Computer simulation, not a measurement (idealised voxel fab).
Process module name: voxel wiring stack
The figure presents cross-section cut, which has a width of 250 nm and is divided into square cells with an edge length of 5 nm.
Cross-section spec: square-cell grid; bands listed top down; each band is one or more rows. It is stipulated that each band's entry specify, in nanometres, the height of the top of the band and then that of its bottom, followed by the materials of the band in left-to-right sequence, each together with its width in nanometres. A single material marked by the word "throughout" is understood to fill the band from edge to edge; the word "air" is understood to denote empty space. Ref level 0: as-received wafer is one material below here. Bottom band extends down with no lower bound ("0..down"). With a width like "30..40", each row of cells in the band differs from the next by the same amount, the top row carrying the first number and the bottom row the second. Step marked "everything unchanged"? Then no cell in the cross-section changed in it. Look at "Enclosed void inventory" for the closed voids: empty spaces with no open path to the top, sized 8 cells or up. Each is width x height at distance, distance from the left edge, all nm. On a step's line, text after the settings is the simulator commenting on that step. overlay nm: where the mask lay relative to plan, measured to the right, on steps with a mask; negatives go left.
-- The steps planned for the process are as follows
| 1 | RECEIVE with material Si |
| 2 | CONFORMAL_DEP with material SiO2, thk nm 10 |
| 3 | CONFORMAL_DEP with material SiCN, thk nm 5 |
| 4 | DIRECTIONAL_DEP with material SiO2, thk nm 15 |
| 5 | DIRECTIONAL_DEP with material aC, thk nm 10 |
| 6 | PATTERN with tone open, mask id METAL_1, material resist, width nm 20, pitch nm 35, thk nm 25, overlay nm 0 |
| 7 | DIRECTIONAL_ETCH with etch materials aC, depth nm 10 |
| 8 | STRIP with etch materials resist |
| 9 | DIRECTIONAL_ETCH with etch materials SiO2, depth nm 15 |
| 10 | DIRECTIONAL_ETCH with etch materials SiCN, depth nm 5 |
| 11 | STRIP with etch materials aC |
| 12 | CONFORMAL_DEP with material TiN, thk nm 5 |
| 13 | FILL_DEP with material Cu, thk nm 10 |
| 14 | CMP with height nm 30 |
| 15 | EPI with material Ru, thk nm 5 |
| 16 | FILL_DEP with material SiCN, thk nm 5 |
| 17 | DIRECTIONAL_DEP with material SiO2, thk nm 15 |
| 18 | DIRECTIONAL_DEP with material aC, thk nm 10 |
| 19 | PATTERN with tone open, mask id PLUG_1, material resist, width nm 15, pitch nm 70, thk nm 25, overlay nm 0 |
| 20 | DIRECTIONAL_ETCH with etch materials aC, depth nm 10 |
| 21 | STRIP with etch materials resist |
| 22 | DIRECTIONAL_ETCH with etch materials SiO2, depth nm 15 |
| 23 | DIRECTIONAL_ETCH with etch materials SiCN, depth nm 5 |
| 24 | STRIP with etch materials aC |
| 25 | CONFORMAL_DEP with material TiN, thk nm 5 |
| 26 | FILL_DEP with material W, thk nm 5 |
| 27 | CMP with height nm 55 |
| 28 | DIRECTIONAL_DEP with material TiN, thk nm 5 |
| 29 | DIRECTIONAL_DEP with material W, thk nm 25 |
| 30 | MASKED_ETCH with tone cover, mask id METAL_2, width nm 20, pitch nm 35, etch materials W, depth nm 25, overlay nm 0 |
| 31 | MASKED_ETCH with tone cover, mask id METAL_2, width nm 20, pitch nm 35, etch materials TiN, depth nm 5, overlay nm 0 |
| 32 | CONFORMAL_DEP with material SiN, thk nm 5 |
| 33 | FILL_DEP with material SiO2, thk nm 5 |
| 34 | CMP with height nm 85 |
| 35 | CONFORMAL_DEP with material SiCN, thk nm 5 |
| 36 | DIRECTIONAL_DEP with material lowk, thk nm 25 |
| 37 | DIRECTIONAL_DEP with material aC, thk nm 10 |
| 38 | PATTERN with tone open, mask id METAL_3, material resist, width nm 20, pitch nm 35, thk nm 25, overlay nm 0 |
| 39 | DIRECTIONAL_ETCH with etch materials aC, depth nm 10 |
| 40 | STRIP with etch materials resist |
| 41 | DIRECTIONAL_ETCH with etch materials lowk, depth nm 15 |
| 42 | STRIP with etch materials aC |
| 43 | PATTERN with tone open, mask id METAL_3_HOLES, material resist, width nm 15, pitch nm 35, thk nm 20, overlay nm 0 |
| 44 | DIRECTIONAL_ETCH with etch materials lowk, depth nm 10 |
| 45 | DIRECTIONAL_ETCH with etch materials SiCN, depth nm 5 |
| 46 | STRIP with etch materials resist |
| 47 | CONFORMAL_DEP with material TiN, thk nm 5 |
| 48 | FILL_DEP with material Cu, thk nm 10 |
| 49 | CMP with height nm 115 |
| 50 | CONFORMAL_DEP with material SiN, thk nm 5 |
-- Step 1 complete: cross-section of the wafer as received
    0..down: Si throughout
    Enclosed void inventory: none
-- The cross-section shown corresponds to the wafer at the conclusion of the module. The initial structure and the process plan are those presented above; however, one mistake occurred in executing the plan
    120..115: SiN throughout
    115..110: lowk (80), then TiN (5), then Cu (5), then TiN (10), then lowk (15), then TiN (5), then Cu (5), then TiN (10), then lowk (15), then TiN (5), then Cu (5), then TiN (10), then lowk (80)
    110..100: lowk (80), then TiN (5), then Cu (5), then TiN (5), then lowk (20), then TiN (5), then Cu (5), then TiN (5), then lowk (20), then TiN (5), then Cu (5), then TiN (5), then lowk (85)
    100..95: SiCN (80), then TiN (15), then SiCN (20), then TiN (15), then SiCN (20), then TiN (15), then SiCN (85)
    95..85: SiCN throughout
    85..60: SiO2 (75), then SiN (5), then W (20), then SiN (5), then SiO2 (5), then SiN (5), then W (20), then SiN (5), then SiO2 (5), then SiN (5), then W (20), then SiN (5), then SiO2 (75)
    60..55: SiN (80), then TiN (20), then SiN (15), then TiN (20), then SiN (15), then TiN (20), then SiN (80)
    55..40: SiO2 (80), then TiN (5), then W (5), then TiN (5), then SiO2 (55), then TiN (5), then W (5), then TiN (5), then SiO2 (85)
    40..35: SiCN (80), then TiN (15), then SiCN (55), then TiN (15), then SiCN (85)
    35..30: SiCN (75), then Ru (30), then SiCN (5), then Ru (30), then SiCN (5), then Ru (30), then SiCN (75)
    30..15: SiO2 (80), then TiN (5), then Cu (10), then TiN (5), then SiO2 (15), then TiN (5), then Cu (10), then TiN (5), then SiO2 (15), then TiN (5), then Cu (10), then TiN (5), then SiO2 (80)
    15..10: SiCN (80), then TiN (20), then SiCN (15), then TiN (20), then SiCN (15), then TiN (20), then SiCN (80)
    10..0: SiO2 throughout
    0..down: Si throughout
    Enclosed void inventory: none
What went wrong in running the wafer? heads up, step 35 didn't go per plan, it actually ran as CONFORMAL_DEP with material SiCN, thk nm 15
